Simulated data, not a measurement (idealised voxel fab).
The process module presented herein is designated voxel self aligned vias.
Cross-section cut spans 280 nm and uses square cells 5 nm in size.
For the purposes of this document, a cross-section shall be understood as a grid of square cells, specified as bands listed in top-to-bottom order, each band consisting of one or more rows of cells.
Basically the band line says how high the top is and how high the bottom is, in nm, and then what's in it from left to right, every material with its width in nm. Empty space shows up as "empty", and if a single material carries "edge to edge" it runs the full band edge to edge.
Height datum 0, below which the as-received substrate wafer is one material. Lowest band open at the bottom, running downward: "0 down".
Top row gets the first number, bottom row gets the second, and each row in between changes by the same step: that is how a band width like "30..40" works.
Where the words "identical to before" appear for a step, the cross-section shows no cell changed by that step; every cell remained as before.
"Closed void register" enumerates empty spaces isolated from the top, with no open way to it, that contain at least 8 cells, giving each as width x height at distance from the left edge, all three in nm.
It should be noted that, on the line of a given step, the content following the step's settings is a remark produced by the simulator itself with respect to that step.
You can add "overlay nm" to a step's line. For a step with a mask, it describes how far the mask lay to the right of its planned position, and a negative number describes a lay to the left.
## Set out below are the planned steps of the process
1. RECEIVE with material Si
2. CONFORMAL_DEP with material SiO2, thk nm 10
3. CONFORMAL_DEP with material SiCN, thk nm 5
4. DIRECTIONAL_DEP with material SiO2, thk nm 30
5. MASKED_ETCH with tone open, mask id LINES, width nm 30, pitch nm 70, etch materials SiO2, depth nm 30, overlay nm 0
6. CONFORMAL_DEP with material TiN, thk nm 5
7. FILL_DEP with material Ru, thk nm 10
8. CMP with height nm 45
9. SELECTIVE_ETCH with etch materials W Ru TiN, depth nm 5
10. FILL_DEP with material SiN, thk nm 5
11. CMP with height nm 45
12. DIRECTIONAL_DEP with material SiO2, thk nm 20
13. MASKED_ETCH with tone open, mask id VIAS, width nm 50, etch materials SiO2, depth nm 20, overlay nm 0
14. MASKED_ETCH with tone open, mask id VIAS, width nm 50, etch materials SiN, depth nm 5, overlay nm 0
15. CONFORMAL_DEP with material TiN, thk nm 5
16. FILL_DEP with material W, thk nm 10
17. CMP with height nm 65
18. CONFORMAL_DEP with material SiCN, thk nm 5
## The cross-section here shows the wafer as received, i.e. in its state after step 1
  0 down | Si edge to edge
  Closed void register: none
## Look at the cross-section after the module: the wafer started out the way shown above and the plan was the one shown above, yet one mistake was made along the way
  70 to 65 | SiCN edge to edge
  65 to 50 | W=75, TiN=5, SiO2=50, TiN=5, W=145
  50 to 45 | TiN=80, SiO2=50, TiN=150
  45 to 40 | SiO2=90, SiN=30, SiO2=40, SiN=30, SiO2=90
  40 to 20 | SiO2=90, TiN=5, Ru=20, TiN=5, SiO2=40, TiN=5, Ru=20, TiN=5, SiO2=90
  20 to 15 | SiO2=90, TiN=30, SiO2=40, TiN=30, SiO2=90
  15 to 10 | SiCN edge to edge
  10 to 0 | SiO2 edge to edge
  0 down | Si edge to edge
  Closed void register: none
It is concluded that the wafer was processed incorrectly with respect to the plan, in that step 13 ran as: MASKED_ETCH with tone cover, mask id VIAS, width nm 50, etch materials SiO2, depth nm 20, overlay nm 0
